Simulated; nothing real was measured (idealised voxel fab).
process module | voxel gate over fins
Section cut is 185 nm wide and gridded with 5 nm square cells.
Notation: cross-section as square-cell grid; stated in bands, top first, going down; one or more cell rows per band.
Top, bottom (nm), then materials left to right with widths (nm); lone material tagged "throughout" fills the whole band edge to edge; "air" = empty space.
Height is counted from the level 0, under which the received wafer is composed throughout of one material. The lowest of the bands is not closed at the bottom but continues downward, in the notation "0 and below".
Graded width ("30->40"): value in top row of band = first number; value in bottom row = second number; row-to-row change constant.
Given "nothing was modified" for a step, no cell of the cross-section differs between before and after that step.
Look at "Sealed void list" for the closed voids: empty spaces with no open path to the top, sized 8 cells or up. Each is width x height at distance, distance from the left edge, all nm.
If you see something after the settings on a step's line, that's the simulator's own remark about that step.
On any step carrying a mask, the "overlay nm" setting, if present on the step's line, tells how far right of its planned place the mask lay; negative values point to the left.
The steps planned for the process are as follows
| 1 | op RECEIVE | material Si |
| 2 | op CONFORMAL_DEP | material SiN | thk nm 5 |
| 3 | op DIRECTIONAL_DEP | material aC | thk nm 10 |
| 4 | op PATTERN | tone cover | mask id FINS | material resist | width nm 15 | pitch nm 60 | thk nm 25 | overlay nm 0 |
| 5 | op DIRECTIONAL_ETCH | etch materials aC | depth nm 10 |
| 6 | op STRIP | etch materials resist |
| 7 | op DIRECTIONAL_ETCH | etch materials SiN | depth nm 5 |
| 8 | op DIRECTIONAL_ETCH | etch materials Si | depth nm 40 |
| 9 | op STRIP | etch materials aC |
| 10 | op FILL_DEP | material SiO2 | thk nm 10 |
| 11 | op CMP | height nm 5 |
| 12 | op PATTERN | tone open | mask id RAIL | material resist | width nm 15 | thk nm 20 | overlay nm 0 |
| 13 | op DIRECTIONAL_ETCH | etch materials SiO2 | depth nm 40 |
| 14 | op STRIP | etch materials resist |
| 15 | op CONFORMAL_DEP | material TiN | thk nm 5 |
| 16 | op FILL_DEP | material Ru | thk nm 5 |
| 17 | op CMP | height nm 5 |
| 18 | op SELECTIVE_ETCH | etch materials W Ru TiN | depth nm 30 |
| 19 | op FILL_DEP | material SiO2 | thk nm 5 |
| 20 | op CMP | height nm 5 |
| 21 | op SELECTIVE_ETCH | etch materials SiO2 | depth nm 20 |
| 22 | op STRIP | etch materials SiN |
| 23 | op CONFORMAL_DEP | material HfO2 | thk nm 5 |
| 24 | op CONFORMAL_DEP | material TiN | thk nm 5 |
| 25 | op FILL_DEP | material W | thk nm 15 |
| 26 | op CMP | height nm 20 |
| 27 | op CONFORMAL_DEP | material SiN | thk nm 10 |
Account of the first of two wafers, which was processed as intended
Here's what the wafer looked like in cross-section when it arrived - that's after step 1
- 0 and below | Si throughout
- Sealed void list: none
Step 2 done - wafer cross-section
- 5 down to 0 | SiN throughout
- All layers under 0 are left as they were.
Step 3 done - wafer cross-section
- 15 down to 5 | aC throughout
- All layers under 5 are left as they were.
Step 4 done - wafer cross-section
- 40 down to 15 | air 55 nm / resist 15 nm / air 45 nm / resist 15 nm / air 55 nm
- All layers under 15 are left as they were.
Step 5 done - wafer cross-section
- 30 down to 15 | air 55 nm / resist 15 nm / air 45 nm / resist 15 nm / air 55 nm
- 15 down to 5 | air 55 nm / aC 15 nm / air 45 nm / aC 15 nm / air 55 nm
- All layers under 5 are left as they were.
Step 6 done - wafer cross-section
- 15 down to 5 | air 55 nm / aC 15 nm / air 45 nm / aC 15 nm / air 55 nm
- All layers under 5 are left as they were.
Step 7 done - wafer cross-section
- 15 down to 5 | air 55 nm / aC 15 nm / air 45 nm / aC 15 nm / air 55 nm
- 5 down to 0 | air 55 nm / SiN 15 nm / air 45 nm / SiN 15 nm / air 55 nm
- All layers under 0 are left as they were.
Step 8 done - wafer cross-section
- 15 down to 5 | air 55 nm / aC 15 nm / air 45 nm / aC 15 nm / air 55 nm
- 5 down to 0 | air 55 nm / SiN 15 nm / air 45 nm / SiN 15 nm / air 55 nm
- 0 down to -40 | air 55 nm / Si 15 nm / air 45 nm / Si 15 nm / air 55 nm
- All layers under -40 are left as they were.
Step 9 done - wafer cross-section
- 5 down to 0 | air 55 nm / SiN 15 nm / air 45 nm / SiN 15 nm / air 55 nm
- All layers under 0 are left as they were.
Step 10 done - wafer cross-section
- 15 down to 5 | SiO2 throughout
- 5 down to 0 | SiO2 55 nm / SiN 15 nm / SiO2 45 nm / SiN 15 nm / SiO2 55 nm
- 0 down to -40 | SiO2 55 nm / Si 15 nm / SiO2 45 nm / Si 15 nm / SiO2 55 nm
- All layers under -40 are left as they were.
Step 11 done - wafer cross-section
- 5 down to 0 | SiO2 55 nm / SiN 15 nm / SiO2 45 nm / SiN 15 nm / SiO2 55 nm
- All layers under 0 are left as they were.
Step 12 done - wafer cross-section
- 25 down to 5 | resist 85 nm / air 15 nm / resist 85 nm
- All layers under 5 are left as they were.
Step 13 done - wafer cross-section
- 25 down to 5 | resist 85 nm / air 15 nm / resist 85 nm
- 5 down to 0 | SiO2 55 nm / SiN 15 nm / SiO2 15 nm / air 15 nm / SiO2 15 nm / SiN 15 nm / SiO2 55 nm
- 0 down to -35 | SiO2 55 nm / Si 15 nm / SiO2 15 nm / air 15 nm / SiO2 15 nm / Si 15 nm / SiO2 55 nm
- All layers under -35 are left as they were.
Step 14 done - wafer cross-section
- 5 down to 0 | SiO2 55 nm / SiN 15 nm / SiO2 15 nm / air 15 nm / SiO2 15 nm / SiN 15 nm / SiO2 55 nm
- All layers under 0 are left as they were.
Step 15 done - wafer cross-section
- 10 down to 5 | TiN 90 nm / air 5 nm / TiN 90 nm
- 5 down to 0 | SiO2 55 nm / SiN 15 nm / SiO2 15 nm / TiN 5 nm / air 5 nm / TiN 5 nm / SiO2 15 nm / SiN 15 nm / SiO2 55 nm
- 0 down to -30 | SiO2 55 nm / Si 15 nm / SiO2 15 nm / TiN 5 nm / air 5 nm / TiN 5 nm / SiO2 15 nm / Si 15 nm / SiO2 55 nm
- -30 down to -35 | SiO2 55 nm / Si 15 nm / SiO2 15 nm / TiN 15 nm / SiO2 15 nm / Si 15 nm / SiO2 55 nm
- All layers under -35 are left as they were.
Step 16 done - wafer cross-section
- 15 down to 10 | Ru throughout
- 10 down to 5 | TiN 90 nm / Ru 5 nm / TiN 90 nm
- 5 down to 0 | SiO2 55 nm / SiN 15 nm / SiO2 15 nm / TiN 5 nm / Ru 5 nm / TiN 5 nm / SiO2 15 nm / SiN 15 nm / SiO2 55 nm
- 0 down to -30 | SiO2 55 nm / Si 15 nm / SiO2 15 nm / TiN 5 nm / Ru 5 nm / TiN 5 nm / SiO2 15 nm / Si 15 nm / SiO2 55 nm
- All layers under -30 are left as they were.
Step 17 done - wafer cross-section
- 5 down to 0 | SiO2 55 nm / SiN 15 nm / SiO2 15 nm / TiN 5 nm / Ru 5 nm / TiN 5 nm / SiO2 15 nm / SiN 15 nm / SiO2 55 nm
- All layers under 0 are left as they were.
Step 18 done - wafer cross-section
- 5 down to 0 | SiO2 55 nm / SiN 15 nm / SiO2 15 nm / air 15 nm / SiO2 15 nm / SiN 15 nm / SiO2 55 nm
- 0 down to -25 | SiO2 55 nm / Si 15 nm / SiO2 15 nm / air 15 nm / SiO2 15 nm / Si 15 nm / SiO2 55 nm
- All layers under -25 are left as they were.
Step 19 done - wafer cross-section
- 10 down to 5 | SiO2 throughout
- 5 down to 0 | SiO2 55 nm / SiN 15 nm / SiO2 45 nm / SiN 15 nm / SiO2 55 nm
- 0 down to -25 | SiO2 55 nm / Si 15 nm / SiO2 45 nm / Si 15 nm / SiO2 55 nm
- All layers under -25 are left as they were.
Step 20 done - wafer cross-section
- 5 down to 0 | SiO2 55 nm / SiN 15 nm / SiO2 45 nm / SiN 15 nm / SiO2 55 nm
- All layers under 0 are left as they were.
Step 21 done - wafer cross-section
- 5 down to 0 | air 55 nm / SiN 15 nm / air 45 nm / SiN 15 nm / air 55 nm
- 0 down to -15 | air 55 nm / Si 15 nm / air 45 nm / Si 15 nm / air 55 nm
- All layers under -15 are left as they were.
Step 22 done - wafer cross-section
- 0 down to -15 | air 55 nm / Si 15 nm / air 45 nm / Si 15 nm / air 55 nm
- All layers under -15 are left as they were.
Step 23 done - wafer cross-section
- 5 down to 0 | air 50 nm / HfO2 25 nm / air 35 nm / HfO2 25 nm / air 50 nm
- 0 down to -10 | air 50 nm / HfO2 5 nm / Si 15 nm / HfO2 5 nm / air 35 nm / HfO2 5 nm / Si 15 nm / HfO2 5 nm / air 50 nm
- -10 down to -15 | HfO2 55 nm / Si 15 nm / HfO2 45 nm / Si 15 nm / HfO2 55 nm
- All layers under -15 are left as they were.
Step 24 done - wafer cross-section
- 10 down to 5 | air 45 nm / TiN 35 nm / air 25 nm / TiN 35 nm / air 45 nm
- 5 down to 0 | air 45 nm / TiN 5 nm / HfO2 25 nm / TiN 5 nm / air 25 nm / TiN 5 nm / HfO2 25 nm / TiN 5 nm / air 45 nm
- 0 down to -5 | air 45 nm / TiN 5 nm / HfO2 5 nm / Si 15 nm / HfO2 5 nm / TiN 5 nm / air 25 nm / TiN 5 nm / HfO2 5 nm / Si 15 nm / HfO2 5 nm / TiN 5 nm / air 45 nm
- -5 down to -10 | TiN 50 nm / HfO2 5 nm / Si 15 nm / HfO2 5 nm / TiN 35 nm / HfO2 5 nm / Si 15 nm / HfO2 5 nm / TiN 50 nm
- All layers under -10 are left as they were.
Step 25 done - wafer cross-section
- 25 down to 10 | W throughout
- 10 down to 5 | W 45 nm / TiN 35 nm / W 25 nm / TiN 35 nm / W 45 nm
- 5 down to 0 | W 45 nm / TiN 5 nm / HfO2 25 nm / TiN 5 nm / W 25 nm / TiN 5 nm / HfO2 25 nm / TiN 5 nm / W 45 nm
- 0 down to -5 | W 45 nm / TiN 5 nm / HfO2 5 nm / Si 15 nm / HfO2 5 nm / TiN 5 nm / W 25 nm / TiN 5 nm / HfO2 5 nm / Si 15 nm / HfO2 5 nm / TiN 5 nm / W 45 nm
- All layers under -5 are left as they were.
Step 26 done - wafer cross-section
- 20 down to 10 | W throughout
- All layers under 10 are left as they were.
Step 27 done - wafer cross-section
- 30 down to 20 | SiN throughout
- All layers under 20 are left as they were.
What follows concerns the second wafer, which started out like the first and was meant to follow the very same plan; one mistake crept in when it was run, but everything up to and including step 11 is the same as for the first wafer
X-section, second wafer, when step 12 was due to finish
- 25 down to 5 | air 85 nm / resist 15 nm / air 85 nm
- All layers under 5 are left as they were.
X-section, second wafer, when step 13 was due to finish
- 25 down to 5 | air 85 nm / resist 15 nm / air 85 nm
- 5 down to 0 | air 55 nm / SiN 15 nm / air 15 nm / SiO2 15 nm / air 15 nm / SiN 15 nm / air 55 nm
- 0 down to -35 | air 55 nm / Si 15 nm / air 15 nm / SiO2 15 nm / air 15 nm / Si 15 nm / air 55 nm
- All layers under -35 are left as they were.
X-section, second wafer, when step 14 was due to finish
- 5 down to 0 | air 55 nm / SiN 15 nm / air 15 nm / SiO2 15 nm / air 15 nm / SiN 15 nm / air 55 nm
- All layers under 0 are left as they were.
X-section, second wafer, when step 15 was due to finish
- 10 down to 5 | air 50 nm / TiN 25 nm / air 5 nm / TiN 25 nm / air 5 nm / TiN 25 nm / air 50 nm
- 5 down to 0 | air 50 nm / TiN 5 nm / SiN 15 nm / TiN 5 nm / air 5 nm / TiN 5 nm / SiO2 15 nm / TiN 5 nm / air 5 nm / TiN 5 nm / SiN 15 nm / TiN 5 nm / air 50 nm
- 0 down to -30 | air 50 nm / TiN 5 nm / Si 15 nm / TiN 5 nm / air 5 nm / TiN 5 nm / SiO2 15 nm / TiN 5 nm / air 5 nm / TiN 5 nm / Si 15 nm / TiN 5 nm / air 50 nm
- -30 down to -35 | TiN 55 nm / Si 15 nm / TiN 15 nm / SiO2 15 nm / TiN 15 nm / Si 15 nm / TiN 55 nm
- All layers under -35 are left as they were.
X-section, second wafer, when step 16 was due to finish
- 15 down to 10 | Ru throughout
- 10 down to 5 | Ru 50 nm / TiN 25 nm / Ru 5 nm / TiN 25 nm / Ru 5 nm / TiN 25 nm / Ru 50 nm
- 5 down to 0 | Ru 50 nm / TiN 5 nm / SiN 15 nm / TiN 5 nm / Ru 5 nm / TiN 5 nm / SiO2 15 nm / TiN 5 nm / Ru 5 nm / TiN 5 nm / SiN 15 nm / TiN 5 nm / Ru 50 nm
- 0 down to -30 | Ru 50 nm / TiN 5 nm / Si 15 nm / TiN 5 nm / Ru 5 nm / TiN 5 nm / SiO2 15 nm / TiN 5 nm / Ru 5 nm / TiN 5 nm / Si 15 nm / TiN 5 nm / Ru 50 nm
- All layers under -30 are left as they were.
X-section, second wafer, when step 17 was due to finish
- 5 down to 0 | Ru 50 nm / TiN 5 nm / SiN 15 nm / TiN 5 nm / Ru 5 nm / TiN 5 nm / SiO2 15 nm / TiN 5 nm / Ru 5 nm / TiN 5 nm / SiN 15 nm / TiN 5 nm / Ru 50 nm
- All layers under 0 are left as they were.
X-section, second wafer, when step 18 was due to finish
- 5 down to 0 | air 55 nm / SiN 15 nm / air 15 nm / SiO2 15 nm / air 15 nm / SiN 15 nm / air 55 nm
- 0 down to -25 | air 55 nm / Si 15 nm / air 15 nm / SiO2 15 nm / air 15 nm / Si 15 nm / air 55 nm
- All layers under -25 are left as they were.
X-section, second wafer, when step 19 was due to finish
- 10 down to 5 | SiO2 throughout
- 5 down to 0 | SiO2 55 nm / SiN 15 nm / SiO2 45 nm / SiN 15 nm / SiO2 55 nm
- 0 down to -25 | SiO2 55 nm / Si 15 nm / SiO2 45 nm / Si 15 nm / SiO2 55 nm
- All layers under -25 are left as they were.
X-section, second wafer, when step 20 was due to finish
- 5 down to 0 | SiO2 55 nm / SiN 15 nm / SiO2 45 nm / SiN 15 nm / SiO2 55 nm
- All layers under 0 are left as they were.
X-section, second wafer, when step 21 was due to finish
- 5 down to 0 | air 55 nm / SiN 15 nm / air 45 nm / SiN 15 nm / air 55 nm
- 0 down to -15 | air 55 nm / Si 15 nm / air 45 nm / Si 15 nm / air 55 nm
- All layers under -15 are left as they were.
X-section, second wafer, when step 22 was due to finish
- 0 down to -15 | air 55 nm / Si 15 nm / air 45 nm / Si 15 nm / air 55 nm
- All layers under -15 are left as they were.
X-section, second wafer, when step 23 was due to finish
- 5 down to 0 | air 50 nm / HfO2 25 nm / air 35 nm / HfO2 25 nm / air 50 nm
- 0 down to -10 | air 50 nm / HfO2 5 nm / Si 15 nm / HfO2 5 nm / air 35 nm / HfO2 5 nm / Si 15 nm / HfO2 5 nm / air 50 nm
- -10 down to -15 | HfO2 55 nm / Si 15 nm / HfO2 45 nm / Si 15 nm / HfO2 55 nm
- All layers under -15 are left as they were.
X-section, second wafer, when step 24 was due to finish
- 10 down to 5 | air 45 nm / TiN 35 nm / air 25 nm / TiN 35 nm / air 45 nm
- 5 down to 0 | air 45 nm / TiN 5 nm / HfO2 25 nm / TiN 5 nm / air 25 nm / TiN 5 nm / HfO2 25 nm / TiN 5 nm / air 45 nm
- 0 down to -5 | air 45 nm / TiN 5 nm / HfO2 5 nm / Si 15 nm / HfO2 5 nm / TiN 5 nm / air 25 nm / TiN 5 nm / HfO2 5 nm / Si 15 nm / HfO2 5 nm / TiN 5 nm / air 45 nm
- -5 down to -10 | TiN 50 nm / HfO2 5 nm / Si 15 nm / HfO2 5 nm / TiN 35 nm / HfO2 5 nm / Si 15 nm / HfO2 5 nm / TiN 50 nm
- All layers under -10 are left as they were.
X-section, second wafer, when step 25 was due to finish
- 25 down to 10 | W throughout
- 10 down to 5 | W 45 nm / TiN 35 nm / W 25 nm / TiN 35 nm / W 45 nm
- 5 down to 0 | W 45 nm / TiN 5 nm / HfO2 25 nm / TiN 5 nm / W 25 nm / TiN 5 nm / HfO2 25 nm / TiN 5 nm / W 45 nm
- 0 down to -5 | W 45 nm / TiN 5 nm / HfO2 5 nm / Si 15 nm / HfO2 5 nm / TiN 5 nm / W 25 nm / TiN 5 nm / HfO2 5 nm / Si 15 nm / HfO2 5 nm / TiN 5 nm / W 45 nm
- All layers under -5 are left as they were.
X-section, second wafer, when step 26 was due to finish
- 20 down to 10 | W throughout
- All layers under 10 are left as they were.
X-section, second wafer, when step 27 was due to finish
- 30 down to 20 | SiN throughout
- All layers under 20 are left as they were.
What went wrong in running the wafer? in deviation from the planned setting, step 12 was conducted as op PATTERN | tone cover | mask id RAIL | material resist | width nm 15 | thk nm 20 | overlay nm 0
End check, counted in cells, second wafer has more or fewer of these materials than the first: +21 Ru; -50 SiO2; +29 TiN
